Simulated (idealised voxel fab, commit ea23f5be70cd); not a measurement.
The document below concerns the process module designated voxel double patterning.
175 nm wide, 5 nm square cells: that's cross-section cut.
If you're reading a cross-section in this doc, picture square cells in a grid; it comes to you as bands, top ones listed first down to the bottom, and a band can be one or more rows of cells. Look at the band entry: it leads with the top's height and the bottom's height in nm. Then it lists the materials left to right, with a width in nm for each. The word "everywhere" on a single material says that material fills the band edge to edge. The word "blank" is empty space. Height is counted from the level 0, under which the received wafer is composed throughout of one material. The lowest of the bands is not closed at the bottom but continues downward, in the notation "0 nm and below". The expression "30->40" gives the width at the extremes of the band, the first number at its top row of cells and the second at its bottom row, with the width changing by equal amounts from each row to the next in between. When a step is marked "nothing was modified", none of the cells in the cross-section changed during that step. "Enclosed cavity list" enumerates empty spaces isolated from the top, with no open way to it, that contain at least 8 cells, giving each as width x height at distance from the left edge, all three in nm. What comes after the settings on a step's line is commentary from the simulator itself on that step. A step line may carry the setting "overlay nm", which, for steps involving a mask, states the distance by which the mask lay to the right of its intended position; negative values denote displacement to the left.
Process steps (planned):
| 1 | RECEIVE [material Si] |
| 2 | CONFORMAL_DEP [material SiO2] [thk nm 5] |
| 3 | DIRECTIONAL_DEP [material W] [thk nm 10] |
| 4 | DIRECTIONAL_DEP [material SiCN] [thk nm 10] |
| 5 | DIRECTIONAL_DEP [material aC] [thk nm 10] |
| 6 | PATTERN [tone open] [mask id FIRST] [material resist] [width nm 15] [pitch nm 50] [thk nm 30] [overlay nm 0] |
| 7 | DIRECTIONAL_ETCH [etch materials aC] [depth nm 10] |
| 8 | STRIP [etch materials resist] |
| 9 | DIRECTIONAL_ETCH [etch materials SiCN] [depth nm 10] |
| 10 | STRIP [etch materials aC] |
| 11 | PATTERN [tone open] [mask id SECOND] [material resist] [width nm 15] [thk nm 20] [overlay nm 0] |
| 12 | DIRECTIONAL_ETCH [etch materials SiCN] [depth nm 10] |
| 13 | STRIP [etch materials resist] |
| 14 | DIRECTIONAL_ETCH [etch materials W] [depth nm 10] |
| 15 | STRIP [etch materials SiCN] |
Cross-section: wafer on arrival = after step 1:
- 0 nm and below = Si everywhere
- Enclosed cavity list: none
First wafer of two, sectioned at end of module; run went per plan:
- 15 nm to 5 nm = 55 of W, then 15 of blank, then 10 of W, then 15 of blank, then 10 of W, then 15 of blank, then 55 of W
- 5 nm to 0 nm = SiO2 everywhere
- 0 nm and below = Si everywhere
- Enclosed cavity list: none
Wafer two, end of module, cross-section. Same start, same plan as wafer one. One mistake in the run:
- 15 nm to 5 nm = 80 of blank, then 15 of W, then 80 of blank
- 5 nm to 0 nm = SiO2 everywhere
- 0 nm and below = Si everywhere
- Enclosed cavity list: none
Where did the run depart from the plan? contrary to plan, step 11 was performed as PATTERN [tone cover] [mask id SECOND] [material resist] [width nm 15] [thk nm 20] [overlay nm 0]
Upon completion, the second wafer contains, in terms of cells, a greater or smaller amount of certain materials than the first wafer: 46 fewer of W
